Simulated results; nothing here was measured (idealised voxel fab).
voxel self aligned vias: a process module
This is section cut - it's 225 nm across, gridded in 5 nm square cells.
Notation: cross-section as square-cell grid; stated in bands, top first, going down; one or more cell rows per band. In this notation a band is specified by the heights of its top and bottom, in that order and in nm, after which its materials appear from left to right, each paired with its width in nm. The word "all across" attached to a single material means that material fills the band from edge to edge; the word "empty" stands for empty space. Height datum 0, below which the as-received substrate wafer is one material. Lowest band open at the bottom, running downward: "from 0 down". Width "30->40": first value at the band's top row of cells, second value at its bottom row, equal change from row to row. Take "identical to before" at face value: in the step it is given for, the cross-section changed in none of its cells. "Enclosed void list" means: voids of 8 cells or more that are shut off from the top with no open way through. Written width x height at distance, distance from the left edge, in nm. Read whatever lies past the settings on a step's line as the simulator's own remark about the step. If you see "overlay nm" on a step's line and that step has a mask, it's telling you how far right of where it was planned the mask ended up; a negative number means it went left instead.

# Steps in the process plan
1. RECEIVE [material Si]
2. CONFORMAL_DEP [material SiO2] [thk nm 15]
3. CONFORMAL_DEP [material SiCN] [thk nm 5]
4. DIRECTIONAL_DEP [material SiO2] [thk nm 20]
5. DIRECTIONAL_DEP [material aC] [thk nm 10]
6. PATTERN [tone open] [mask id LINES] [material resist] [width nm 20] [pitch nm 45] [thk nm 25] [overlay nm 0]
7. DIRECTIONAL_ETCH [etch materials aC] [depth nm 10]
8. STRIP [etch materials resist]
9. DIRECTIONAL_ETCH [etch materials SiO2] [depth nm 20]
10. STRIP [etch materials aC]
11. CONFORMAL_DEP [material TiN] [thk nm 5]
12. FILL_DEP [material Ru] [thk nm 10]
13. CMP [height nm 40]
14. SELECTIVE_ETCH [etch materials W Ru TiN] [depth nm 5]
15. FILL_DEP [material SiN] [thk nm 10]
16. CMP [height nm 40]
17. DIRECTIONAL_DEP [material SiO2] [thk nm 20]
18. MASKED_ETCH [tone open] [mask id VIAS] [width nm 30] [etch materials SiO2] [depth nm 20] [overlay nm 0]
19. MASKED_ETCH [tone open] [mask id VIAS] [width nm 30] [etch materials SiN] [depth nm 5] [overlay nm 0]
20. CONFORMAL_DEP [material TiN] [thk nm 5]
21. FILL_DEP [material Ru] [thk nm 5]
22. CMP [height nm 60]
23. CONFORMAL_DEP [material SiCN] [thk nm 5]

# On the first of the two wafers: run conducted according to plan

# Cross-section of the wafer at receipt, which is the condition after step 1
	from 0 down  Si all across
	Enclosed void list: none

# Step 2 complete: cross-section through the wafer
	from 15 to 0  SiO2 all across
	Under the height 0 nothing was changed.

# Step 3 complete: cross-section through the wafer
	from 20 to 15  SiCN all across
	Under the height 15 nothing was changed.

# Step 4 complete: cross-section through the wafer
	from 40 to 20  SiO2 all across
	Under the height 20 nothing was changed.

# Step 5 complete: cross-section through the wafer
	from 50 to 40  aC all across
	Under the height 40 nothing was changed.

# Step 6 complete: cross-section through the wafer
	from 75 to 50  80 nm resist, then 20 nm empty, then 25 nm resist, then 20 nm empty, then 80 nm resist
	Under the height 50 nothing was changed.

# Step 7 complete: cross-section through the wafer
	from 65 to 50  80 nm resist, then 20 nm empty, then 25 nm resist, then 20 nm empty, then 80 nm resist
	from 50 to 40  80 nm aC, then 20 nm empty, then 25 nm aC, then 20 nm empty, then 80 nm aC
	Under the height 40 nothing was changed.

# Step 8 complete: cross-section through the wafer
	from 50 to 40  80 nm aC, then 20 nm empty, then 25 nm aC, then 20 nm empty, then 80 nm aC
	Under the height 40 nothing was changed.

# Step 9 complete: cross-section through the wafer
	from 50 to 40  80 nm aC, then 20 nm empty, then 25 nm aC, then 20 nm empty, then 80 nm aC
	from 40 to 20  80 nm SiO2, then 20 nm empty, then 25 nm SiO2, then 20 nm empty, then 80 nm SiO2
	Under the height 20 nothing was changed.

# Step 10 complete: cross-section through the wafer
	from 40 to 20  80 nm SiO2, then 20 nm empty, then 25 nm SiO2, then 20 nm empty, then 80 nm SiO2
	Under the height 20 nothing was changed.

# Step 11 complete: cross-section through the wafer
	from 45 to 40  85 nm TiN, then 10 nm empty, then 35 nm TiN, then 10 nm empty, then 85 nm TiN
	from 40 to 25  80 nm SiO2, then 5 nm TiN, then 10 nm empty, then 5 nm TiN, then 25 nm SiO2, then 5 nm TiN, then 10 nm empty, then 5 nm TiN, then 80 nm SiO2
	from 25 to 20  80 nm SiO2, then 20 nm TiN, then 25 nm SiO2, then 20 nm TiN, then 80 nm SiO2
	Under the height 20 nothing was changed.

# Step 12 complete: cross-section through the wafer
	from 55 to 45  Ru all across
	from 45 to 40  85 nm TiN, then 10 nm Ru, then 35 nm TiN, then 10 nm Ru, then 85 nm TiN
	from 40 to 25  80 nm SiO2, then 5 nm TiN, then 10 nm Ru, then 5 nm TiN, then 25 nm SiO2, then 5 nm TiN, then 10 nm Ru, then 5 nm TiN, then 80 nm SiO2
	Under the height 25 nothing was changed.

# Step 13 complete: cross-section through the wafer
	from 40 to 25  80 nm SiO2, then 5 nm TiN, then 10 nm Ru, then 5 nm TiN, then 25 nm SiO2, then 5 nm TiN, then 10 nm Ru, then 5 nm TiN, then 80 nm SiO2
	Under the height 25 nothing was changed.

# Step 14 complete: cross-section through the wafer
	from 40 to 35  80 nm SiO2, then 20 nm empty, then 25 nm SiO2, then 20 nm empty, then 80 nm SiO2
	Under the height 35 nothing was changed.

# Step 15 complete: cross-section through the wafer
	from 50 to 40  SiN all across
	from 40 to 35  80 nm SiO2, then 20 nm SiN, then 25 nm SiO2, then 20 nm SiN, then 80 nm SiO2
	Under the height 35 nothing was changed.

# Step 16 complete: cross-section through the wafer
	from 40 to 35  80 nm SiO2, then 20 nm SiN, then 25 nm SiO2, then 20 nm SiN, then 80 nm SiO2
	Under the height 35 nothing was changed.

# Step 17 complete: cross-section through the wafer
	from 60 to 40  SiO2 all across
	Under the height 40 nothing was changed.

# Step 18 complete: cross-section through the wafer
	from 60 to 40  75 nm SiO2, then 30 nm empty, then 120 nm SiO2
	Under the height 40 nothing was changed.

# Step 19 complete: cross-section through the wafer
	from 60 to 40  75 nm SiO2, then 30 nm empty, then 120 nm SiO2
	from 40 to 35  80 nm SiO2, then 20 nm empty, then 25 nm SiO2, then 20 nm SiN, then 80 nm SiO2
	Under the height 35 nothing was changed.

# Step 20 complete: cross-section through the wafer
	from 65 to 60  80 nm TiN, then 20 nm empty, then 125 nm TiN
	from 60 to 45  75 nm SiO2, then 5 nm TiN, then 20 nm empty, then 5 nm TiN, then 120 nm SiO2
	from 45 to 40  75 nm SiO2, then 10 nm TiN, then 10 nm empty, then 10 nm TiN, then 120 nm SiO2
	from 40 to 35  80 nm SiO2, then 20 nm TiN, then 25 nm SiO2, then 20 nm SiN, then 80 nm SiO2
	Under the height 35 nothing was changed.

# Step 21 complete: cross-section through the wafer
	from 70 to 65  Ru all across
	from 65 to 60  80 nm TiN, then 20 nm Ru, then 125 nm TiN
	from 60 to 45  75 nm SiO2, then 5 nm TiN, then 20 nm Ru, then 5 nm TiN, then 120 nm SiO2
	from 45 to 40  75 nm SiO2, then 10 nm TiN, then 10 nm Ru, then 10 nm TiN, then 120 nm SiO2
	Under the height 40 nothing was changed.

# Step 22 complete: cross-section through the wafer
	from 60 to 45  75 nm SiO2, then 5 nm TiN, then 20 nm Ru, then 5 nm TiN, then 120 nm SiO2
	Under the height 45 nothing was changed.

# Step 23 complete: cross-section through the wafer
	from 65 to 60  SiCN all across
	Under the height 60 nothing was changed.

# Okay, second wafer. Nothing different at the start, nothing different in the plan, just one mistake somewhere in the running. As far as step 5, counting that step, it's the first wafer all over again

# Cross-section of the second wafer at the time by which step 6 should have been completed according to the plan
	from 75 to 50  80 nm empty, then 20 nm resist, then 25 nm empty, then 20 nm resist, then 80 nm empty
	Under the height 50 nothing was changed.

# Cross-section of the second wafer at the time by which step 7 should have been completed according to the plan
	from 65 to 50  80 nm empty, then 20 nm resist, then 25 nm empty, then 20 nm resist, then 80 nm empty
	from 50 to 40  80 nm empty, then 20 nm aC, then 25 nm empty, then 20 nm aC, then 80 nm empty
	Under the height 40 nothing was changed.

# Cross-section of the second wafer at the time by which step 8 should have been completed according to the plan
	from 50 to 40  80 nm empty, then 20 nm aC, then 25 nm empty, then 20 nm aC, then 80 nm empty
	Under the height 40 nothing was changed.

# Cross-section of the second wafer at the time by which step 9 should have been completed according to the plan
	from 50 to 40  80 nm empty, then 20 nm aC, then 25 nm empty, then 20 nm aC, then 80 nm empty
	from 40 to 20  80 nm empty, then 20 nm SiO2, then 25 nm empty, then 20 nm SiO2, then 80 nm empty
	Under the height 20 nothing was changed.

# Cross-section of the second wafer at the time by which step 10 should have been completed according to the plan
	from 40 to 20  80 nm empty, then 20 nm SiO2, then 25 nm empty, then 20 nm SiO2, then 80 nm empty
	Under the height 20 nothing was changed.

# Cross-section of the second wafer at the time by which step 11 should have been completed according to the plan
	from 45 to 40  75 nm empty, then 30 nm TiN, then 15 nm empty, then 30 nm TiN, then 75 nm empty
	from 40 to 25  75 nm empty, then 5 nm TiN, then 20 nm SiO2, then 5 nm TiN, then 15 nm empty, then 5 nm TiN, then 20 nm SiO2, then 5 nm TiN, then 75 nm empty
	from 25 to 20  80 nm TiN, then 20 nm SiO2, then 25 nm TiN, then 20 nm SiO2, then 80 nm TiN
	Under the height 20 nothing was changed.

# Cross-section of the second wafer at the time by which step 12 should have been completed according to the plan
	from 55 to 45  Ru all across
	from 45 to 40  75 nm Ru, then 30 nm TiN, then 15 nm Ru, then 30 nm TiN, then 75 nm Ru
	from 40 to 25  75 nm Ru, then 5 nm TiN, then 20 nm SiO2, then 5 nm TiN, then 15 nm Ru, then 5 nm TiN, then 20 nm SiO2, then 5 nm TiN, then 75 nm Ru
	Under the height 25 nothing was changed.

# Cross-section of the second wafer at the time by which step 13 should have been completed according to the plan
	from 40 to 25  75 nm Ru, then 5 nm TiN, then 20 nm SiO2, then 5 nm TiN, then 15 nm Ru, then 5 nm TiN, then 20 nm SiO2, then 5 nm TiN, then 75 nm Ru
	Under the height 25 nothing was changed.

# Cross-section of the second wafer at the time by which step 14 should have been completed according to the plan
	from 40 to 35  80 nm empty, then 20 nm SiO2, then 25 nm empty, then 20 nm SiO2, then 80 nm empty
	Under the height 35 nothing was changed.

# Cross-section of the second wafer at the time by which step 15 should have been completed according to the plan
	from 50 to 40  SiN all across
	from 40 to 35  80 nm SiN, then 20 nm SiO2, then 25 nm SiN, then 20 nm SiO2, then 80 nm SiN
	Under the height 35 nothing was changed.

# Cross-section of the second wafer at the time by which step 16 should have been completed according to the plan
	from 40 to 35  80 nm SiN, then 20 nm SiO2, then 25 nm SiN, then 20 nm SiO2, then 80 nm SiN
	Under the height 35 nothing was changed.

# Cross-section of the second wafer at the time by which step 17 should have been completed according to the plan
	from 60 to 40  SiO2 all across
	Under the height 40 nothing was changed.

# Cross-section of the second wafer at the time by which step 18 should have been completed according to the plan
	from 60 to 40  75 nm SiO2, then 30 nm empty, then 120 nm SiO2
	Under the height 40 nothing was changed.

# Cross-section of the second wafer at the time by which step 19 should have been completed according to the plan
	from 60 to 40  75 nm SiO2, then 30 nm empty, then 120 nm SiO2
	from 40 to 35  75 nm SiN, then 5 nm empty, then 20 nm SiO2, then 5 nm empty, then 20 nm SiN, then 20 nm SiO2, then 80 nm SiN
	Under the height 35 nothing was changed.

# Cross-section of the second wafer at the time by which step 20 should have been completed according to the plan
	from 65 to 60  80 nm TiN, then 20 nm empty, then 125 nm TiN
	from 60 to 45  75 nm SiO2, then 5 nm TiN, then 20 nm empty, then 5 nm TiN, then 120 nm SiO2
	from 45 to 40  75 nm SiO2, then 30 nm TiN, then 120 nm SiO2
	from 40 to 35  75 nm SiN, then 5 nm TiN, then 20 nm SiO2, then 5 nm TiN, then 20 nm SiN, then 20 nm SiO2, then 80 nm SiN
	Under the height 35 nothing was changed.

# Cross-section of the second wafer at the time by which step 21 should have been completed according to the plan
	from 70 to 65  Ru all across
	from 65 to 60  80 nm TiN, then 20 nm Ru, then 125 nm TiN
	from 60 to 45  75 nm SiO2, then 5 nm TiN, then 20 nm Ru, then 5 nm TiN, then 120 nm SiO2
	Under the height 45 nothing was changed.

# Cross-section of the second wafer at the time by which step 22 should have been completed according to the plan
	from 60 to 45  75 nm SiO2, then 5 nm TiN, then 20 nm Ru, then 5 nm TiN, then 120 nm SiO2
	Under the height 45 nothing was changed.

# Cross-section of the second wafer at the time by which step 23 should have been completed according to the plan
	from 65 to 60  SiCN all across
	Under the height 60 nothing was changed.
Heads up, the wafer didn't run the way we planned it: contrary to plan, step 6 was performed as PATTERN [tone cover] [mask id LINES] [material resist] [width nm 20] [pitch nm 45] [thk nm 25] [overlay nm 0]
Final comparison by cell count, materials where the second wafer has more or fewer than the first: Ru +56, SiN +31, SiO2 -116, TiN +29
